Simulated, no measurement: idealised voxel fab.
process module | voxel tone inversion
Pictured: cross-section cut, 200 nm wide, on a grid of 5 nm square cells.
Cross-section format: a grid of square cells, given as bands from top to bottom; each band is one or more rows of cells. Band: top and bottom heights (nm) first, top before bottom; then materials from left to right, widths in nm. "throughout" marks a sole material filling the band edge to edge. "empty" denotes empty space. Below 0: as-received wafer, all one material; heights counted from there. Lowest band: no bottom, goes on down, written "from 0 down". Note: "30..40" means the width goes from the first number (top row of the band) to the second number (bottom row) in equal steps per row of cells. Take "no change" at face value: in the step it is given for, the cross-section changed in none of its cells. Empty spaces without an open route to the top, at least 8 cells in extent, make up the entry "Closed cavities"; each is given as width x height at distance, where the distance is measured from the left edge, and all are in nm. Post-settings text on a step line: simulator's own remark regarding the step. Steps that use a mask can have "overlay nm" on their line. It says how far the mask sat to the right of where it was meant to be. Negative means to the left.

These are the steps we planned for the process:
- 1: RECEIVE,material Si
- 2: CONFORMAL_DEP,material SiN,thk nm 10
- 3: DIRECTIONAL_DEP,material polySi,thk nm 15
- 4: PATTERN,tone cover,mask id POSTS,material resist,width nm 15,pitch nm 35,thk nm 25,overlay nm 0
- 5: DIRECTIONAL_ETCH,etch materials polySi,depth nm 15
- 6: STRIP,etch materials resist
- 7: FILL_DEP,material SiO2,thk nm 10
- 8: CMP,height nm 25
- 9: STRIP,etch materials polySi
- 10: CONFORMAL_DEP,material TiN,thk nm 5
- 11: FILL_DEP,material Ru,thk nm 10
- 12: CMP,height nm 25
- 13: CONFORMAL_DEP,material SiN,thk nm 5

Cross-section of the wafer as it came to us, i.e., already through step 1:
	from 0 down  Si throughout
	Closed cavities: none

First of two wafers, end-of-module section, run followed plan:
	from 30 to 25  SiN throughout
	from 25 to 15  SiO2: 55 | TiN: 5 | Ru: 5 | TiN: 5 | SiO2: 20 | TiN: 5 | Ru: 5 | TiN: 5 | SiO2: 20 | TiN: 5 | Ru: 5 | TiN: 5 | SiO2: 60
	from 15 to 10  SiO2: 55 | TiN: 15 | SiO2: 20 | TiN: 15 | SiO2: 20 | TiN: 15 | SiO2: 60
	from 10 to 0  SiN throughout
	from 0 down  Si throughout
	Closed cavities: none

What the second wafer looks like in cross-section once the module is done. Its start and its plan matched the first wafer's exactly; what differed was one mistake in how it was run:
	from 30 to 25  SiN throughout
	from 25 to 15  SiO2: 45 | TiN: 5 | Ru: 5 | TiN: 5 | SiO2: 20 | TiN: 5 | Ru: 5 | TiN: 5 | SiO2: 20 | TiN: 5 | Ru: 5 | TiN: 5 | SiO2: 70
	from 15 to 10  SiO2: 45 | TiN: 15 | SiO2: 20 | TiN: 15 | SiO2: 20 | TiN: 15 | SiO2: 70
	from 10 to 0  SiN throughout
	from 0 down  Si throughout
	Closed cavities: none
Processing error: for step 4, the planned setting was not used; the step was instead run as PATTERN,tone cover,mask id POSTS,material resist,width nm 15,pitch nm 35,thk nm 25,overlay nm -10
at the end the second wafer has, in cells: as many of each material as the first, in other places
